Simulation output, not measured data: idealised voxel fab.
Proc. module: voxel transistor to metal
195 nm wide, 5 nm square cells: that's cross-section cut.
Cross-section format: a grid of square cells, given as bands from top to bottom; each band is one or more rows of cells. Heads up on the band format: heights come first, top then bottom, in nm. After that it's the materials left to right, each with its width in nm. A single material flagged "full width" fills the whole band edge to edge, and "air" means there's empty space there. Basically, 0 is our baseline, since under it the wafer straight out of the box is all one material. The bottom band has no lower end and keeps on going down, so it looks like "0 nm and below". With a width like "30->40", each row of cells in the band differs from the next by the same amount, the top row carrying the first number and the bottom row the second. Any step labelled "nothing got changed" changed none of the cells in the cross-section. "Enclosed void listing" lists enclosed empty spaces (at least 8 cells, no open path upward to the top), each as width x height at distance from the left edge, in nm. Read whatever lies past the settings on a step's line as the simulator's own remark about the step. Steps that use a mask can have "overlay nm" on their line. It says how far the mask sat to the right of where it was meant to be. Negative means to the left.
## Steps in the process plan
step 1: RECEIVE | material Si
step 2: CONFORMAL_DEP | material SiO2 | thk nm 5
step 3: CONFORMAL_DEP | material SiN | thk nm 10
step 4: MASKED_ETCH | tone cover | mask id ACTIVE | width nm 125 | etch materials SiN | depth nm 10 | overlay nm 0
step 5: MASKED_ETCH | tone cover | mask id ACTIVE | width nm 125 | etch materials SiO2 | depth nm 5 | overlay nm 0
step 6: MASKED_ETCH | tone cover | mask id ACTIVE | width nm 125 | etch materials Si | depth nm 25 | overlay nm 0
step 7: FILL_DEP | material SiO2 | thk nm 5
step 8: CMP | height nm 15
step 9: SELECTIVE_ETCH | etch materials SiO2 | depth nm 10
step 10: STRIP | etch materials SiN
step 11: SELECTIVE_ETCH | etch materials SiO2 | depth nm 5
step 12: OXIDIZE | depth nm 5
step 13: DIRECTIONAL_DEP | material polySi | thk nm 25
step 14: DIRECTIONAL_DEP | material SiCN | thk nm 10
step 15: PATTERN | tone cover | mask id GATE | material resist | width nm 25 | thk nm 15 | overlay nm 0
step 16: DIRECTIONAL_ETCH | etch materials SiCN | depth nm 20
step 17: DIRECTIONAL_ETCH | etch materials polySi | depth nm 35
step 18: STRIP | etch materials resist
step 19: CONFORMAL_DEP | material SiN | thk nm 10
step 20: DIRECTIONAL_ETCH | etch materials SiN | depth nm 10
step 21: DIRECTIONAL_ETCH | etch materials SiO2 | depth nm 5
step 22: DIRECTIONAL_ETCH | etch materials Si | depth nm 5
step 23: EPI | material SiGe | thk nm 10
step 24: FILL_DEP | material SiO2 | thk nm 10
step 25: CMP | height nm 35
step 26: DIRECTIONAL_DEP | material SiO2 | thk nm 15
step 27: DIRECTIONAL_DEP | material aC | thk nm 15
step 28: PATTERN | tone open | mask id CONTACT | material resist | width nm 35 | pitch nm 70 | thk nm 30 | overlay nm 0
step 29: DIRECTIONAL_ETCH | etch materials aC | depth nm 15
step 30: STRIP | etch materials resist
step 31: DIRECTIONAL_ETCH | etch materials SiO2 | depth nm 50
step 32: STRIP | etch materials aC
step 33: CONFORMAL_DEP | material TiN | thk nm 5
step 34: FILL_DEP | material Ru | thk nm 10
step 35: CMP | height nm 50
step 36: CONFORMAL_DEP | material SiCN | thk nm 5
step 37: DIRECTIONAL_DEP | material lowk | thk nm 20
step 38: MASKED_ETCH | tone open | mask id METAL_1 | width nm 20 | pitch nm 85 | etch materials lowk | depth nm 20 | overlay nm 0
step 39: MASKED_ETCH | tone open | mask id METAL_1 | width nm 20 | pitch nm 85 | etch materials SiCN | depth nm 5 | overlay nm 0
step 40: CONFORMAL_DEP | material TiN | thk nm 5
step 41: FILL_DEP | material W | thk nm 5
step 42: CMP | height nm 75
step 43: CONFORMAL_DEP | material SiCN | thk nm 5
step 44: DIRECTIONAL_DEP | material SiO2 | thk nm 30
step 45: PATTERN | tone open | mask id METAL_2 | material resist | width nm 20 | pitch nm 85 | thk nm 15 | overlay nm 0
step 46: DIRECTIONAL_ETCH | etch materials SiO2 | depth nm 20
step 47: STRIP | etch materials resist
step 48: MASKED_ETCH | tone open | mask id METAL_2_HOLES | width nm 15 | pitch nm 85 | etch materials SiO2 | depth nm 10 | overlay nm 0
step 49: MASKED_ETCH | tone open | mask id METAL_2_HOLES | width nm 15 | pitch nm 85 | etch materials SiCN | depth nm 5 | overlay nm 0
step 50: CONFORMAL_DEP | material TiN | thk nm 5
step 51: FILL_DEP | material Cu | thk nm 10
step 52: CMP | height nm 110
step 53: CONFORMAL_DEP | material SiN | thk nm 5
## as received, after step 1
- 0 nm and below = Si full width
- Enclosed void listing: none
## The first of the two wafers as seen in cross-section once the module was finished; processing followed the plan
- 115 nm to 110 nm = SiN full width
- 110 nm to 95 nm = SiO2: 45 | TiN: 5 | Cu: 10 | TiN: 5 | SiO2: 65 | TiN: 5 | Cu: 10 | TiN: 5 | SiO2: 45
- 95 nm to 90 nm = SiO2: 45 | TiN: 5 | Cu: 5 | TiN: 10 | SiO2: 65 | TiN: 5 | Cu: 5 | TiN: 10 | SiO2: 45
- 90 nm to 80 nm = SiO2: 45 | TiN: 5 | Cu: 5 | TiN: 5 | SiO2: 70 | TiN: 5 | Cu: 5 | TiN: 5 | SiO2: 50
- 80 nm to 75 nm = SiCN: 45 | TiN: 15 | SiCN: 70 | TiN: 15 | SiCN: 50
- 75 nm to 55 nm = lowk: 45 | TiN: 5 | W: 10 | TiN: 5 | lowk: 65 | TiN: 5 | W: 10 | TiN: 5 | lowk: 45
- 55 nm to 50 nm = SiCN: 45 | TiN: 20 | SiCN: 65 | TiN: 20 | SiCN: 45
- 50 nm to 40 nm = SiO2: 45 | TiN: 5 | Ru: 25 | TiN: 5 | SiO2: 35 | TiN: 5 | Ru: 25 | TiN: 5 | SiO2: 45
- 40 nm to 35 nm = SiO2: 45 | TiN: 5 | Ru: 20 | TiN: 10 | SiO2: 35 | TiN: 10 | Ru: 20 | TiN: 5 | SiO2: 45
- 35 nm to 25 nm = SiO2: 45 | TiN: 5 | Ru: 20 | TiN: 5 | SiN: 10 | SiCN: 25 | SiN: 10 | TiN: 5 | Ru: 20 | TiN: 5 | SiO2: 45
- 25 nm to 10 nm = SiO2: 45 | TiN: 5 | Ru: 20 | TiN: 5 | SiN: 10 | polySi: 25 | SiN: 10 | TiN: 5 | Ru: 20 | TiN: 5 | SiO2: 45
- 10 nm to 5 nm = SiO2: 45 | TiN: 5 | Ru: 10 | TiN: 15 | SiN: 10 | polySi: 25 | SiN: 10 | TiN: 15 | Ru: 10 | TiN: 5 | SiO2: 45
- 5 nm to 0 nm = SiO2: 45 | TiN: 20 | SiGe: 10 | SiN: 10 | polySi: 25 | SiN: 10 | SiGe: 10 | TiN: 20 | SiO2: 45
- 0 nm to -5 nm = SiO2: 30 | SiGe: 45 | SiO2: 45 | SiGe: 45 | SiO2: 30
- -5 nm to -10 nm = SiO2: 35 | SiGe: 40 | Si: 45 | SiGe: 40 | SiO2: 35
- -10 nm to -25 nm = SiO2: 35 | Si: 125 | SiO2: 35
- -25 nm and below = Si full width
- Enclosed void listing: none
## Second wafer cross-section at end of module - shared start and plan with the first, one mistake in the run
- 115 nm to 110 nm = SiN full width
- 110 nm to 95 nm = SiO2: 45 | TiN: 5 | Cu: 10 | TiN: 5 | SiO2: 65 | TiN: 5 | Cu: 10 | TiN: 5 | SiO2: 45
- 95 nm to 90 nm = SiO2: 45 | TiN: 5 | Cu: 5 | TiN: 10 | SiO2: 65 | TiN: 5 | Cu: 5 | TiN: 10 | SiO2: 45
- 90 nm to 80 nm = SiO2: 45 | TiN: 5 | Cu: 5 | TiN: 5 | SiO2: 70 | TiN: 5 | Cu: 5 | TiN: 5 | SiO2: 50
- 80 nm to 75 nm = SiCN: 45 | TiN: 15 | SiCN: 70 | TiN: 15 | SiCN: 50
- 75 nm to 55 nm = lowk: 45 | TiN: 5 | W: 10 | TiN: 5 | lowk: 65 | TiN: 5 | W: 10 | TiN: 5 | lowk: 45
- 55 nm to 50 nm = SiCN: 45 | TiN: 20 | SiCN: 65 | TiN: 20 | SiCN: 45
- 50 nm to 35 nm = SiO2: 45 | TiN: 5 | Ru: 25 | TiN: 5 | SiO2: 35 | TiN: 5 | Ru: 25 | TiN: 5 | SiO2: 45
- 35 nm to 30 nm = SiO2: 45 | TiN: 5 | Ru: 20 | TiN: 10 | SiO2: 35 | TiN: 10 | Ru: 20 | TiN: 5 | SiO2: 45
- 30 nm to 20 nm = SiO2: 45 | TiN: 5 | Ru: 20 | TiN: 5 | SiN: 10 | SiCN: 25 | SiN: 10 | TiN: 5 | Ru: 20 | TiN: 5 | SiO2: 45
- 20 nm to 10 nm = SiO2: 45 | TiN: 5 | Ru: 20 | TiN: 5 | SiN: 10 | polySi: 25 | SiN: 10 | TiN: 5 | Ru: 20 | TiN: 5 | SiO2: 45
- 10 nm to 5 nm = SiO2: 45 | TiN: 5 | Ru: 10 | TiN: 15 | SiN: 10 | polySi: 25 | SiN: 10 | TiN: 15 | Ru: 10 | TiN: 5 | SiO2: 45
- 5 nm to 0 nm = SiO2: 45 | TiN: 20 | SiGe: 10 | SiN: 10 | polySi: 25 | SiN: 10 | SiGe: 10 | TiN: 20 | SiO2: 45
- 0 nm to -5 nm = SiO2: 30 | SiGe: 45 | SiO2: 45 | SiGe: 45 | SiO2: 30
- -5 nm to -10 nm = SiO2: 35 | SiGe: 40 | Si: 45 | SiGe: 40 | SiO2: 35
- -10 nm to -25 nm = SiO2: 35 | Si: 125 | SiO2: 35
- -25 nm and below = Si full width
- Enclosed void listing: none
What broke from the plan during processing? so step 13 ended up running with a different setting than we planned, it ran as DIRECTIONAL_DEP | material polySi | thk nm 20
End of process, cell counts, second wafer against first, materials with more or fewer: 2 more of Ru; 4 fewer of SiN; 7 more of SiO2; 5 fewer of polySi
